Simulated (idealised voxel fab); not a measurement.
Process module, titled voxel transistor to metal
FYI the section here is cut, 265 nm wide, cells are 5 nm squares.
Cross-section = grid of square cells, listed top down in bands; band = one or more rows. Band: top and bottom heights (nm) first, top before bottom; then materials from left to right, widths in nm. "full width" marks a sole material filling the band edge to edge. "air" denotes empty space. Below 0: as-received wafer, all one material; heights counted from there. Lowest band: no bottom, goes on down, written "0 down". The expression "30->40" gives the width at the extremes of the band, the first number at its top row of cells and the second at its bottom row, with the width changing by equal amounts from each row to the next in between. Reading "no alteration" for a step: not a cell of the cross-section changed in it. "Enclosed empty spaces" means: voids of 8 cells or more that are shut off from the top with no open way through. Written width x height at distance, distance from the left edge, in nm. Note: text after step settings on the step line = simulator remark on that step. What "overlay nm" on a step's line means: if the step has a mask, that mask lay this far to the right of its planned place, or, when the value is negative, to the left. Pairs follow: section before one process step, section after it down to the lowest changed band, step with settings underneath. Pairs may come from different runs of this module on the same starting wafer; continuity with the pair above only as stated in the "State before step" entry.

# State before step
> 0 down: Si full width
> Enclosed empty spaces: none

# Cross-Section Thereafter
> 0 to -5: SiO2 full width
> Everything below -5 is unchanged.
> Enclosed empty spaces: none
Step, before to after (see cross-sections above): op OXIDIZE | depth nm 5

State before step: per the after cross-section of the pair just above.

# Cross-Section Thereafter
> 10 to 0: SiN full width
> Everything below 0 is unchanged.
> Enclosed empty spaces: none
Step, before to after (see cross-sections above): op CONFORMAL_DEP | material SiN | thk nm 10

State before step: per the after cross-section of the pair just above.

# Cross-Section Thereafter
> 30 to 10: 20 air | 100 resist | 25 air | 100 resist | 20 air
> Everything below 10 is unchanged.
> Enclosed empty spaces: none
Step, before to after (see cross-sections above): op PATTERN | tone cover | mask id ACTIVE | material resist | width nm 100 | pitch nm 125 | thk nm 20 | overlay nm 0

State before step: per the after cross-section of the pair just above.

# Cross-Section Thereafter
> 30 to 10: 20 air | 100 resist | 25 air | 100 resist | 20 air
> 10 to 0: 20 air | 100 SiN | 25 air | 100 SiN | 20 air
> Everything below 0 is unchanged.
> Enclosed empty spaces: none
Step, before to after (see cross-sections above): op DIRECTIONAL_ETCH | etch materials SiN | depth nm 10

State before step: per the after cross-section of the pair just above.

# Cross-Section Thereafter
> 30 to 10: 20 air | 100 resist | 25 air | 100 resist | 20 air
> 10 to 0: 20 air | 100 SiN | 25 air | 100 SiN | 20 air
> 0 to -5: 20 air | 100 SiO2 | 25 air | 100 SiO2 | 20 air
> Everything below -5 is unchanged.
> Enclosed empty spaces: none
Step, before to after (see cross-sections above): op DIRECTIONAL_ETCH | etch materials SiO2 | depth nm 5

State before step: per the after cross-section of the pair just above.

# Cross-Section Thereafter
> 30 to 10: 20 air | 100 resist | 25 air | 100 resist | 20 air
> 10 to 0: 20 air | 100 SiN | 25 air | 100 SiN | 20 air
> 0 to -5: 20 air | 100 SiO2 | 25 air | 100 SiO2 | 20 air
> -5 to -25: 20 air | 100 Si | 25 air | 100 Si | 20 air
> Everything below -25 is unchanged.
> Enclosed empty spaces: none
Step, before to after (see cross-sections above): op DIRECTIONAL_ETCH | etch materials Si | depth nm 20

State before step: per the after cross-section of the pair just above.

# Cross-Section Thereafter
> 10 to 0: 20 air | 100 SiN | 25 air | 100 SiN | 20 air
> Everything below 0 is unchanged.
> Enclosed empty spaces: none
Step, before to after (see cross-sections above): op STRIP | etch materials resist

State before step: per the after cross-section of the pair just above.

# Cross-Section Thereafter
> 10 to 0: 20 air | 100 SiN | 25 air | 100 SiN | 20 air
> 0 to -5: 20 air | 100 SiO2 | 25 air | 100 SiO2 | 20 air
> -5 to -25: 20 air | 5 SiO2 | 90 Si | 5 SiO2 | 25 air | 5 SiO2 | 90 Si | 5 SiO2 | 20 air
> -25 to -30: 25 SiO2 | 90 Si | 35 SiO2 | 90 Si | 25 SiO2
> Everything below -30 is unchanged.
> Enclosed empty spaces: none
Step, before to after (see cross-sections above): op OXIDIZE | depth nm 5

State before step: per the after cross-section of the pair just above.

# Cross-Section Thereafter
> 20 to 10: SiO2 full width
> 10 to 0: 20 SiO2 | 100 SiN | 25 SiO2 | 100 SiN | 20 SiO2
> 0 to -5: SiO2 full width
> -5 to -30: 25 SiO2 | 90 Si | 35 SiO2 | 90 Si | 25 SiO2
> Everything below -30 is unchanged.
> Enclosed empty spaces: none
Step, before to after (see cross-sections above): op FILL_DEP | material SiO2 | thk nm 10

State before step: per the after cross-section of the pair just above.

# Cross-Section Thereafter
> 10 to 0: 20 SiO2 | 100 SiN | 25 SiO2 | 100 SiN | 20 SiO2
> Everything below 0 is unchanged.
> Enclosed empty spaces: none
Step, before to after (see cross-sections above): op CMP | height nm 10

State before step: per the after cross-section of the pair just above.

# Cross-Section Thereafter
> 10 to 0: 20 air | 100 SiN | 25 air | 100 SiN | 20 air
> Everything below 0 is unchanged.
> Enclosed empty spaces: none
Step, before to after (see cross-sections above): op SELECTIVE_ETCH | etch materials SiO2 | depth nm 10

State before step: per the after cross-section of the pair just above.

# Cross-Section Thereafter
> 0 to -5: SiO2 full width
> Everything below -5 is unchanged.
> Enclosed empty spaces: none
Step, before to after (see cross-sections above): op STRIP | etch materials SiN

State before step: per the after cross-section of the pair just above.

# Cross-Section Thereafter
> -5 to -30: 25 SiO2 | 90 Si | 35 SiO2 | 90 Si | 25 SiO2
> Everything below -30 is unchanged.
> Enclosed empty spaces: none
Step, before to after (see cross-sections above): op SELECTIVE_ETCH | etch materials SiO2 | depth nm 5

State before step: per the after cross-section of the pair just above.

# Cross-Section Thereafter
> -5 to -10: SiO2 full width
> Everything below -10 is unchanged.
> Enclosed empty spaces: none
Step, before to after (see cross-sections above): op OXIDIZE | depth nm 5

State before step: per the after cross-section of the pair just above.

# Cross-Section Thereafter
> 25 to -5: polySi full width
> Everything below -5 is unchanged.
> Enclosed empty spaces: none
Step, before to after (see cross-sections above): op DIRECTIONAL_DEP | material polySi | thk nm 30

State before step: per the after cross-section of the pair just above.

# Cross-Section Thereafter
> 35 to 25: SiCN full width
> Everything below 25 is unchanged.
> Enclosed empty spaces: none
Step, before to after (see cross-sections above): op DIRECTIONAL_DEP | material SiCN | thk nm 10

State before step: per the after cross-section of the pair just above.

# Cross-Section Thereafter
> 35 to 25: 60 air | 20 SiCN | 105 air | 20 SiCN | 60 air
> Everything below 25 is unchanged.
> Enclosed empty spaces: none
Step, before to after (see cross-sections above): op MASKED_ETCH | tone cover | mask id GATE | width nm 20 | pitch nm 125 | etch materials SiCN | depth nm 20 | overlay nm 0

State before step: per the after cross-section of the pair just above.

# Cross-Section Thereafter
> 35 to 25: 60 air | 20 SiCN | 105 air | 20 SiCN | 60 air
> 25 to -5: 60 air | 20 polySi | 105 air | 20 polySi | 60 air
> Everything below -5 is unchanged.
> Enclosed empty spaces: none
Step, before to after (see cross-sections above): op MASKED_ETCH | tone cover | mask id GATE | width nm 20 | pitch nm 125 | etch materials polySi | depth nm 40 | overlay nm 0

State before step: per the after cross-section of the pair just above.

# Cross-Section Thereafter
> 40 to 35: 55 air | 30 SiN | 95 air | 30 SiN | 55 air
> 35 to 25: 55 air | 5 SiN | 20 SiCN | 5 SiN | 95 air | 5 SiN | 20 SiCN | 5 SiN | 55 air
> 25 to 0: 55 air | 5 SiN | 20 polySi | 5 SiN | 95 air | 5 SiN | 20 polySi | 5 SiN | 55 air
> 0 to -5: 60 SiN | 20 polySi | 105 SiN | 20 polySi | 60 SiN
> Everything below -5 is unchanged.
> Enclosed empty spaces: none
Step, before to after (see cross-sections above): op CONFORMAL_DEP | material SiN | thk nm 5

State before step: per the after cross-section of the pair just above.

# Cross-Section Thereafter
> 35 to 25: 55 air | 5 SiN | 20 SiCN | 5 SiN | 95 air | 5 SiN | 20 SiCN | 5 SiN | 55 air
> 25 to -5: 55 air | 5 SiN | 20 polySi | 5 SiN | 95 air | 5 SiN | 20 polySi | 5 SiN | 55 air
> Everything below -5 is unchanged.
> Enclosed empty spaces: none
Step, before to after (see cross-sections above): op DIRECTIONAL_ETCH | etch materials SiN | depth nm 5

State before step: per the after cross-section of the pair just above.

# Cross-Section Thereafter
> 35 to 25: 55 air | 5 SiN | 20 SiCN | 5 SiN | 95 air | 5 SiN | 20 SiCN | 5 SiN | 55 air
> 25 to -5: 55 air | 5 SiN | 20 polySi | 5 SiN | 95 air | 5 SiN | 20 polySi | 5 SiN | 55 air
> -5 to -10: 55 air | 30 SiO2 | 95 air | 30 SiO2 | 55 air
> Everything below -10 is unchanged.
> Enclosed empty spaces: none
Step, before to after (see cross-sections above): op DIRECTIONAL_ETCH | etch materials SiO2 | depth nm 5

State before step: per the after cross-section of the pair just above.

# Cross-Section Thereafter
> 35 to 25: 55 air | 5 SiN | 20 SiCN | 5 SiN | 95 air | 5 SiN | 20 SiCN | 5 SiN | 55 air
> 25 to -5: 55 air | 5 SiN | 20 polySi | 5 SiN | 95 air | 5 SiN | 20 polySi | 5 SiN | 55 air
> -5 to -10: 20 air | 35 nSi | 30 SiO2 | 35 nSi | 25 air | 35 nSi | 30 SiO2 | 35 nSi | 20 air
> Everything below -10 is unchanged.
> Enclosed empty spaces: none
Step, before to after (see cross-sections above): op EPI | material nSi | thk nm 5

State before step: per the after cross-section of the pair just above.

# Cross-Section Thereafter
> 40 to 35: SiO2 full width
> 35 to 25: 55 SiO2 | 5 SiN | 20 SiCN | 5 SiN | 95 SiO2 | 5 SiN | 20 SiCN | 5 SiN | 55 SiO2
> 25 to -5: 55 SiO2 | 5 SiN | 20 polySi | 5 SiN | 95 SiO2 | 5 SiN | 20 polySi | 5 SiN | 55 SiO2
> -5 to -10: 20 SiO2 | 35 nSi | 30 SiO2 | 35 nSi | 25 SiO2 | 35 nSi | 30 SiO2 | 35 nSi | 20 SiO2
> Everything below -10 is unchanged.
> Enclosed empty spaces: none
Step, before to after (see cross-sections above): op FILL_DEP | material SiO2 | thk nm 5

State before step: per the after cross-section of the pair just above.

# Cross-Section Thereafter
> 35 to 25: 55 SiO2 | 5 SiN | 20 SiCN | 5 SiN | 95 SiO2 | 5 SiN | 20 SiCN | 5 SiN | 55 SiO2
> Everything below 25 is unchanged.
> Enclosed empty spaces: none
Step, before to after (see cross-sections above): op CMP | height nm 35

State before step: per the after cross-section of the pair just above.

# Cross-Section Thereafter
> 50 to 35: SiO2 full width
> Everything below 35 is unchanged.
> Enclosed empty spaces: none
Step, before to after (see cross-sections above): op DIRECTIONAL_DEP | material SiO2 | thk nm 15

State before step: per the after cross-section of the pair just above.

# Cross-Section Thereafter
> 50 to 35: 30 SiO2 | 15 air | 50 SiO2 | 15 air | 45 SiO2 | 15 air | 50 SiO2 | 15 air | 30 SiO2
> 35 to 25: 30 SiO2 | 15 air | 10 SiO2 | 5 SiN | 20 SiCN | 5 SiN | 10 SiO2 | 15 air | 45 SiO2 | 15 air | 10 SiO2 | 5 SiN | 20 SiCN | 5 SiN | 10 SiO2 | 15 air | 30 SiO2
> 25 to -5: 30 SiO2 | 15 air | 10 SiO2 | 5 SiN | 20 polySi | 5 SiN | 10 SiO2 | 15 air | 45 SiO2 | 15 air | 10 SiO2 | 5 SiN | 20 polySi | 5 SiN | 10 SiO2 | 15 air | 30 SiO2
> Everything below -5 is unchanged.
> Enclosed empty spaces: none
Step, before to after (see cross-sections above): op MASKED_ETCH | tone open | mask id CONTACT | width nm 15 | etch materials SiO2 | depth nm 55 | overlay nm 0

State before step: per the after cross-section of the pair just above.

# Cross-Section Thereafter
> 55 to 50: 35 TiN | 5 air | 60 TiN | 5 air | 55 TiN | 5 air | 60 TiN | 5 air | 35 TiN
> 50 to 35: 30 SiO2 | 5 TiN | 5 air | 5 TiN | 50 SiO2 | 5 TiN | 5 air | 5 TiN | 45 SiO2 | 5 TiN | 5 air | 5 TiN | 50 SiO2 | 5 TiN | 5 air | 5 TiN | 30 SiO2
> 35 to 25: 30 SiO2 | 5 TiN | 5 air | 5 TiN | 10 SiO2 | 5 SiN | 20 SiCN | 5 SiN | 10 SiO2 | 5 TiN | 5 air | 5 TiN | 45 SiO2 | 5 TiN | 5 air | 5 TiN | 10 SiO2 | 5 SiN | 20 SiCN | 5 SiN | 10 SiO2 | 5 TiN | 5 air | 5 TiN | 30 SiO2
> 25 to 0: 30 SiO2 | 5 TiN | 5 air | 5 TiN | 10 SiO2 | 5 SiN | 20 polySi | 5 SiN | 10 SiO2 | 5 TiN | 5 air | 5 TiN | 45 SiO2 | 5 TiN | 5 air | 5 TiN | 10 SiO2 | 5 SiN | 20 polySi | 5 SiN | 10 SiO2 | 5 TiN | 5 air | 5 TiN | 30 SiO2
> 0 to -5: 30 SiO2 | 15 TiN | 10 SiO2 | 5 SiN | 20 polySi | 5 SiN | 10 SiO2 | 15 TiN | 45 SiO2 | 15 TiN | 10 SiO2 | 5 SiN | 20 polySi | 5 SiN | 10 SiO2 | 15 TiN | 30 SiO2
> Everything below -5 is unchanged.
> Enclosed empty spaces: none
Step, before to after (see cross-sections above): op CONFORMAL_DEP | material TiN | thk nm 5

State before step: per the after cross-section of the pair just above.

# Cross-Section Thereafter
> 65 to 55: W full width
> 55 to 50: 35 TiN | 5 W | 60 TiN | 5 W | 55 TiN | 5 W | 60 TiN | 5 W | 35 TiN
> 50 to 35: 30 SiO2 | 5 TiN | 5 W | 5 TiN | 50 SiO2 | 5 TiN | 5 W | 5 TiN | 45 SiO2 | 5 TiN | 5 W | 5 TiN | 50 SiO2 | 5 TiN | 5 W | 5 TiN | 30 SiO2
> 35 to 25: 30 SiO2 | 5 TiN | 5 W | 5 TiN | 10 SiO2 | 5 SiN | 20 SiCN | 5 SiN | 10 SiO2 | 5 TiN | 5 W | 5 TiN | 45 SiO2 | 5 TiN | 5 W | 5 TiN | 10 SiO2 | 5 SiN | 20 SiCN | 5 SiN | 10 SiO2 | 5 TiN | 5 W | 5 TiN | 30 SiO2
> 25 to 0: 30 SiO2 | 5 TiN | 5 W | 5 TiN | 10 SiO2 | 5 SiN | 20 polySi | 5 SiN | 10 SiO2 | 5 TiN | 5 W | 5 TiN | 45 SiO2 | 5 TiN | 5 W | 5 TiN | 10 SiO2 | 5 SiN | 20 polySi | 5 SiN | 10 SiO2 | 5 TiN | 5 W | 5 TiN | 30 SiO2
> Everything below 0 is unchanged.
> Enclosed empty spaces: none
Step, before to after (see cross-sections above): op FILL_DEP | material W | thk nm 10

State before step: per the after cross-section of the pair just above.

# Cross-Section Thereafter
> 50 to 35: 30 SiO2 | 5 TiN | 5 W | 5 TiN | 50 SiO2 | 5 TiN | 5 W | 5 TiN | 45 SiO2 | 5 TiN | 5 W | 5 TiN | 50 SiO2 | 5 TiN | 5 W | 5 TiN | 30 SiO2
> Everything below 35 is unchanged.
> Enclosed empty spaces: none
Step, before to after (see cross-sections above): op CMP | height nm 50

State before step: per the after cross-section of the pair just above.

# Cross-Section Thereafter
> 55 to 50: SiN full width
> Everything below 50 is unchanged.
> Enclosed empty spaces: none
Step, before to after (see cross-sections above): op CONFORMAL_DEP | material SiN | thk nm 5

State before step: per the after cross-section of the pair just above.

# Cross-Section Thereafter
> 70 to 55: lowk full width
> Everything below 55 is unchanged.
> Enclosed empty spaces: none
Step, before to after (see cross-sections above): op DIRECTIONAL_DEP | material lowk | thk nm 15

State before step: per the after cross-section of the pair just above.

# Cross-Section Thereafter
> 85 to 70: 30 resist | 15 air | 50 resist | 15 air | 45 resist | 15 air | 50 resist | 15 air | 30 resist
> Everything below 70 is unchanged.
> Enclosed empty spaces: none
Step, before to after (see cross-sections above): op PATTERN | tone open | mask id METAL_1 | material resist | width nm 15 | thk nm 15 | overlay nm 0

State before step: per the after cross-section of the pair just above.

# Cross-Section Thereafter
> 85 to 70: 30 resist | 15 air | 50 resist | 15 air | 45 resist | 15 air | 50 resist | 15 air | 30 resist
> 70 to 55: 30 lowk | 15 air | 50 lowk | 15 air | 45 lowk | 15 air | 50 lowk | 15 air | 30 lowk
> Everything below 55 is unchanged.
> Enclosed empty spaces: none
Step, before to after (see cross-sections above): op DIRECTIONAL_ETCH | etch materials lowk | depth nm 15

State before step: per the after cross-section of the pair just above.

# Cross-Section Thereafter
> 85 to 70: 30 resist | 15 air | 50 resist | 15 air | 45 resist | 15 air | 50 resist | 15 air | 30 resist
> 70 to 55: 30 lowk | 15 air | 50 lowk | 15 air | 45 lowk | 15 air | 50 lowk | 15 air | 30 lowk
> 55 to 50: 30 SiN | 15 air | 50 SiN | 15 air | 45 SiN | 15 air | 50 SiN | 15 air | 30 SiN
> Everything below 50 is unchanged.
> Enclosed empty spaces: none
Step, before to after (see cross-sections above): op DIRECTIONAL_ETCH | etch materials SiN | depth nm 5

State before step: per the after cross-section of the pair just above.

# Cross-Section Thereafter
> 70 to 55: 30 lowk | 15 air | 50 lowk | 15 air | 45 lowk | 15 air | 50 lowk | 15 air | 30 lowk
> Everything below 55 is unchanged.
> Enclosed empty spaces: none
Step, before to after (see cross-sections above): op STRIP | etch materials resist

State before step: per the after cross-section of the pair just above.

# Cross-Section Thereafter
> 75 to 70: 35 TiN | 5 air | 60 TiN | 5 air | 55 TiN | 5 air | 60 TiN | 5 air | 35 TiN
> 70 to 55: 30 lowk | 5 TiN | 5 air | 5 TiN | 50 lowk | 5 TiN | 5 air | 5 TiN | 45 lowk | 5 TiN | 5 air | 5 TiN | 50 lowk | 5 TiN | 5 air | 5 TiN | 30 lowk
> 55 to 50: 30 SiN | 15 TiN | 50 SiN | 15 TiN | 45 SiN | 15 TiN | 50 SiN | 15 TiN | 30 SiN
> Everything below 50 is unchanged.
> Enclosed empty spaces: none
Step, before to after (see cross-sections above): op CONFORMAL_DEP | material TiN | thk nm 5

State before step: per the after cross-section of the pair just above.

# Cross-Section Thereafter
> 85 to 75: Ru full width
> 75 to 70: 35 TiN | 5 Ru | 60 TiN | 5 Ru | 55 TiN | 5 Ru | 60 TiN | 5 Ru | 35 TiN
> 70 to 55: 30 lowk | 5 TiN | 5 Ru | 5 TiN | 50 lowk | 5 TiN | 5 Ru | 5 TiN | 45 lowk | 5 TiN | 5 Ru | 5 TiN | 50 lowk | 5 TiN | 5 Ru | 5 TiN | 30 lowk
> Everything below 55 is unchanged.
> Enclosed empty spaces: none
Step, before to after (see cross-sections above): op FILL_DEP | material Ru | thk nm 10

State before step: per the after cross-section of the pair just above.

# Cross-Section Thereafter
> 70 to 55: 30 lowk | 5 TiN | 5 Ru | 5 TiN | 50 lowk | 5 TiN | 5 Ru | 5 TiN | 45 lowk | 5 TiN | 5 Ru | 5 TiN | 50 lowk | 5 TiN | 5 Ru | 5 TiN | 30 lowk
> Everything below 55 is unchanged.
> Enclosed empty spaces: none
Step, before to after (see cross-sections above): op CMP | height nm 70

State before step: per the after cross-section of the pair just above.

# Cross-Section Thereafter
> 75 to 70: 25 air | 25 Ru | 40 air | 25 Ru | 35 air | 25 Ru | 40 air | 25 Ru | 25 air
> Everything below 70 is unchanged.
> Enclosed empty spaces: none
Step, before to after (see cross-sections above): op EPI | material Ru | thk nm 5

State before step: per the after cross-section of the pair just above.

# Cross-Section Thereafter
> 80 to 75: SiCN full width
> 75 to 70: 25 SiCN | 25 Ru | 40 SiCN | 25 Ru | 35 SiCN | 25 Ru | 40 SiCN | 25 Ru | 25 SiCN
> Everything below 70 is unchanged.
> Enclosed empty spaces: none
Step, before to after (see cross-sections above): op FILL_DEP | material SiCN | thk nm 5

State before step: per the after cross-section of the pair just above.

# Cross-Section Thereafter
> 115 to 80: lowk full width
> Everything below 80 is unchanged.
> Enclosed empty spaces: none
Step, before to after (see cross-sections above): op DIRECTIONAL_DEP | material lowk | thk nm 35

State before step: per the after cross-section of the pair just above.

# Cross-Section Thereafter
> 130 to 115: aC full width
> Everything below 115 is unchanged.
> Enclosed empty spaces: none
Step, before to after (see cross-sections above): op DIRECTIONAL_DEP | material aC | thk nm 15

State before step: per the after cross-section of the pair just above.

# Cross-Section Thereafter
> 160 to 130: 30 resist | 15 air | 110 resist | 15 air | 95 resist
> Everything below 130 is unchanged.
> Enclosed empty spaces: none
Step, before to after (see cross-sections above): op PATTERN | tone open | mask id METAL_2 | material resist | width nm 15 | pitch nm 125 | thk nm 30 | overlay nm 0

State before step: per the after cross-section of the pair just above.

# Cross-Section Thereafter
> 145 to 130: 30 resist | 15 air | 110 resist | 15 air | 95 resist
> 130 to 115: 30 aC | 15 air | 110 aC | 15 air | 95 aC
> Everything below 115 is unchanged.
> Enclosed empty spaces: none
Step, before to after (see cross-sections above): op DIRECTIONAL_ETCH | etch materials aC | depth nm 15

State before step: per the after cross-section of the pair just above.

# Cross-Section Thereafter
> 130 to 115: 30 aC | 15 air | 110 aC | 15 air | 95 aC
> Everything below 115 is unchanged.
> Enclosed empty spaces: none
Step, before to after (see cross-sections above): op STRIP | etch materials resist

State before step: per the after cross-section of the pair just above.

# Cross-Section Thereafter
> 130 to 115: 30 aC | 15 air | 110 aC | 15 air | 95 aC
> 115 to 95: 30 lowk | 15 air | 110 lowk | 15 air | 95 lowk
> Everything below 95 is unchanged.
> Enclosed empty spaces: none
Step, before to after (see cross-sections above): op DIRECTIONAL_ETCH | etch materials lowk | depth nm 20

State before step: per the after cross-section of the pair just above.

# Cross-Section Thereafter
> 115 to 95: 30 lowk | 15 air | 110 lowk | 15 air | 95 lowk
> Everything below 95 is unchanged.
> Enclosed empty spaces: none
Step, before to after (see cross-sections above): op STRIP | etch materials aC

State before step: per the after cross-section of the pair just above.

# Cross-Section Thereafter
> 130 to 115: 30 resist | 15 air | 110 resist | 15 air | 95 resist
> Everything below 115 is unchanged.
> Enclosed empty spaces: none
Step, before to after (see cross-sections above): op PATTERN | tone open | mask id METAL_2_HOLES | material resist | width nm 15 | pitch nm 125 | thk nm 15 | overlay nm 0

State before step: per the after cross-section of the pair just above.

# Cross-Section Thereafter
> 130 to 115: 30 resist | 15 air | 110 resist | 15 air | 95 resist
> 115 to 80: 30 lowk | 15 air | 110 lowk | 15 air | 95 lowk
> Everything below 80 is unchanged.
> Enclosed empty spaces: none
Step, before to after (see cross-sections above): op DIRECTIONAL_ETCH | etch materials lowk | depth nm 15

State before step: per the after cross-section of the pair just above.

# Cross-Section Thereafter
> 130 to 115: 30 resist | 15 air | 110 resist | 15 air | 95 resist
> 115 to 80: 30 lowk | 15 air | 110 lowk | 15 air | 95 lowk
> 80 to 75: 30 SiCN | 15 air | 110 SiCN | 15 air | 95 SiCN
> Everything below 75 is unchanged.
> Enclosed empty spaces: none
Step, before to after (see cross-sections above): op DIRECTIONAL_ETCH | etch materials SiCN | depth nm 5

State before step: per the after cross-section of the pair just above.

# Cross-Section Thereafter
> 115 to 80: 30 lowk | 15 air | 110 lowk | 15 air | 95 lowk
> Everything below 80 is unchanged.
> Enclosed empty spaces: none
Step, before to after (see cross-sections above): op STRIP | etch materials resist

State before step: per the after cross-section of the pair just above.

# Cross-Section Thereafter
> 120 to 115: 35 TiN | 5 air | 120 TiN | 5 air | 100 TiN
> 115 to 80: 30 lowk | 5 TiN | 5 air | 5 TiN | 110 lowk | 5 TiN | 5 air | 5 TiN | 95 lowk
> 80 to 75: 30 SiCN | 15 TiN | 110 SiCN | 15 TiN | 95 SiCN
> Everything below 75 is unchanged.
> Enclosed empty spaces: none
Step, before to after (see cross-sections above): op CONFORMAL_DEP | material TiN | thk nm 5

State before step: per the after cross-section of the pair just above.

# Cross-Section Thereafter
> 125 to 120: Ru full width
> 120 to 115: 35 TiN | 5 Ru | 120 TiN | 5 Ru | 100 TiN
> 115 to 80: 30 lowk | 5 TiN | 5 Ru | 5 TiN | 110 lowk | 5 TiN | 5 Ru | 5 TiN | 95 lowk
> Everything below 80 is unchanged.
> Enclosed empty spaces: none
Step, before to after (see cross-sections above): op FILL_DEP | material Ru | thk nm 5

State before step: per the after cross-section of the pair just above.

# Cross-Section Thereafter
> 115 to 80: 30 lowk | 5 TiN | 5 Ru | 5 TiN | 110 lowk | 5 TiN | 5 Ru | 5 TiN | 95 lowk
> Everything below 80 is unchanged.
> Enclosed empty spaces: none
Step, before to after (see cross-sections above): op CMP | height nm 115

State before step: per the after cross-section of the pair just above.

# Cross-Section Thereafter
> 120 to 115: SiN full width
> Everything below 115 is unchanged.
> Enclosed empty spaces: none
Step, before to after (see cross-sections above): op CONFORMAL_DEP | material SiN | thk nm 5

# State before step
> 65 to 55: W full width
> 55 to 50: 35 TiN | 5 W | 60 TiN | 5 W | 55 TiN | 5 W | 60 TiN | 5 W | 35 TiN
> 50 to 35: 30 SiO2 | 5 TiN | 5 W | 5 TiN | 50 SiO2 | 5 TiN | 5 W | 5 TiN | 45 SiO2 | 5 TiN | 5 W | 5 TiN | 50 SiO2 | 5 TiN | 5 W | 5 TiN | 30 SiO2
> 35 to 25: 30 SiO2 | 5 TiN | 5 W | 5 TiN | 10 SiO2 | 5 SiN | 20 SiCN | 5 SiN | 10 SiO2 | 5 TiN | 5 W | 5 TiN | 45 SiO2 | 5 TiN | 5 W | 5 TiN | 10 SiO2 | 5 SiN | 20 SiCN | 5 SiN | 10 SiO2 | 5 TiN | 5 W | 5 TiN | 30 SiO2
> 25 to 0: 30 SiO2 | 5 TiN | 5 W | 5 TiN | 10 SiO2 | 5 SiN | 20 polySi | 5 SiN | 10 SiO2 | 5 TiN | 5 W | 5 TiN | 45 SiO2 | 5 TiN | 5 W | 5 TiN | 10 SiO2 | 5 SiN | 20 polySi | 5 SiN | 10 SiO2 | 5 TiN | 5 W | 5 TiN | 30 SiO2
> 0 to -5: 30 SiO2 | 15 TiN | 10 SiO2 | 5 SiN | 20 polySi | 5 SiN | 10 SiO2 | 15 TiN | 45 SiO2 | 15 TiN | 10 SiO2 | 5 SiN | 20 polySi | 5 SiN | 10 SiO2 | 15 TiN | 30 SiO2
> -5 to -10: 20 SiO2 | 35 nSi | 30 SiO2 | 35 nSi | 25 SiO2 | 35 nSi | 30 SiO2 | 35 nSi | 20 SiO2
> -10 to -30: 25 SiO2 | 90 Si | 35 SiO2 | 90 Si | 25 SiO2
> -30 down: Si full width
> Enclosed empty spaces: none

# Cross-Section Thereafter
> 70 to 65: SiN full width
> Everything below 65 is unchanged.
> Enclosed empty spaces: none
Step, before to after (see cross-sections above): op CONFORMAL_DEP | material SiN | thk nm 5

State before step: per the after cross-section of the pair just above.

# Cross-Section Thereafter
> 85 to 70: lowk full width
> Everything below 70 is unchanged.
> Enclosed empty spaces: none
Step, before to after (see cross-sections above): op DIRECTIONAL_DEP | material lowk | thk nm 15

State before step: per the after cross-section of the pair just above.

# Cross-Section Thereafter
> 100 to 85: 30 resist | 15 air | 50 resist | 15 air | 45 resist | 15 air | 50 resist | 15 air | 30 resist
> Everything below 85 is unchanged.
> Enclosed empty spaces: none
Step, before to after (see cross-sections above): op PATTERN | tone open | mask id METAL_1 | material resist | width nm 15 | thk nm 15 | overlay nm 0

State before step: per the after cross-section of the pair just above.

# Cross-Section Thereafter
> 100 to 85: 30 resist | 15 air | 50 resist | 15 air | 45 resist | 15 air | 50 resist | 15 air | 30 resist
> 85 to 70: 30 lowk | 15 air | 50 lowk | 15 air | 45 lowk | 15 air | 50 lowk | 15 air | 30 lowk
> Everything below 70 is unchanged.
> Enclosed empty spaces: none
Step, before to after (see cross-sections above): op DIRECTIONAL_ETCH | etch materials lowk | depth nm 15

State before step: per the after cross-section of the pair just above.

# Cross-Section Thereafter
> 100 to 85: 30 resist | 15 air | 50 resist | 15 air | 45 resist | 15 air | 50 resist | 15 air | 30 resist
> 85 to 70: 30 lowk | 15 air | 50 lowk | 15 air | 45 lowk | 15 air | 50 lowk | 15 air | 30 lowk
> 70 to 65: 30 SiN | 15 air | 50 SiN | 15 air | 45 SiN | 15 air | 50 SiN | 15 air | 30 SiN
> Everything below 65 is unchanged.
> Enclosed empty spaces: none
Step, before to after (see cross-sections above): op DIRECTIONAL_ETCH | etch materials SiN | depth nm 5

State before step: per the after cross-section of the pair just above.

# Cross-Section Thereafter
> 85 to 70: 30 lowk | 15 air | 50 lowk | 15 air | 45 lowk | 15 air | 50 lowk | 15 air | 30 lowk
> Everything below 70 is unchanged.
> Enclosed empty spaces: none
Step, before to after (see cross-sections above): op STRIP | etch materials resist

State before step: per the after cross-section of the pair just above.

# Cross-Section Thereafter
> 90 to 85: 35 TiN | 5 air | 60 TiN | 5 air | 55 TiN | 5 air | 60 TiN | 5 air | 35 TiN
> 85 to 70: 30 lowk | 5 TiN | 5 air | 5 TiN | 50 lowk | 5 TiN | 5 air | 5 TiN | 45 lowk | 5 TiN | 5 air | 5 TiN | 50 lowk | 5 TiN | 5 air | 5 TiN | 30 lowk
> 70 to 65: 30 SiN | 15 TiN | 50 SiN | 15 TiN | 45 SiN | 15 TiN | 50 SiN | 15 TiN | 30 SiN
> Everything below 65 is unchanged.
> Enclosed empty spaces: none
Step, before to after (see cross-sections above): op CONFORMAL_DEP | material TiN | thk nm 5

State before step: per the after cross-section of the pair just above.

# Cross-Section Thereafter
> 100 to 90: Ru full width
> 90 to 85: 35 TiN | 5 Ru | 60 TiN | 5 Ru | 55 TiN | 5 Ru | 60 TiN | 5 Ru | 35 TiN
> 85 to 70: 30 lowk | 5 TiN | 5 Ru | 5 TiN | 50 lowk | 5 TiN | 5 Ru | 5 TiN | 45 lowk | 5 TiN | 5 Ru | 5 TiN | 50 lowk | 5 TiN | 5 Ru | 5 TiN | 30 lowk
> Everything below 70 is unchanged.
> Enclosed empty spaces: none
Step, before to after (see cross-sections above): op FILL_DEP | material Ru | thk nm 10

State before step: per the after cross-section of the pair just above.

# Cross-Section Thereafter
> 70 to 65: 30 SiN | 15 TiN | 50 SiN | 15 TiN | 45 SiN | 15 TiN | 50 SiN | 15 TiN | 30 SiN
> Everything below 65 is unchanged.
> Enclosed empty spaces: none
Step, before to after (see cross-sections above): op CMP | height nm 70

State before step: per the after cross-section of the pair just above.

# Cross-Section Thereafter
> 75 to 70: 25 air | 25 Ru | 40 air | 25 Ru | 35 air | 25 Ru | 40 air | 25 Ru | 25 air
> Everything below 70 is unchanged.
> Enclosed empty spaces: none
Step, before to after (see cross-sections above): op EPI | material Ru | thk nm 5
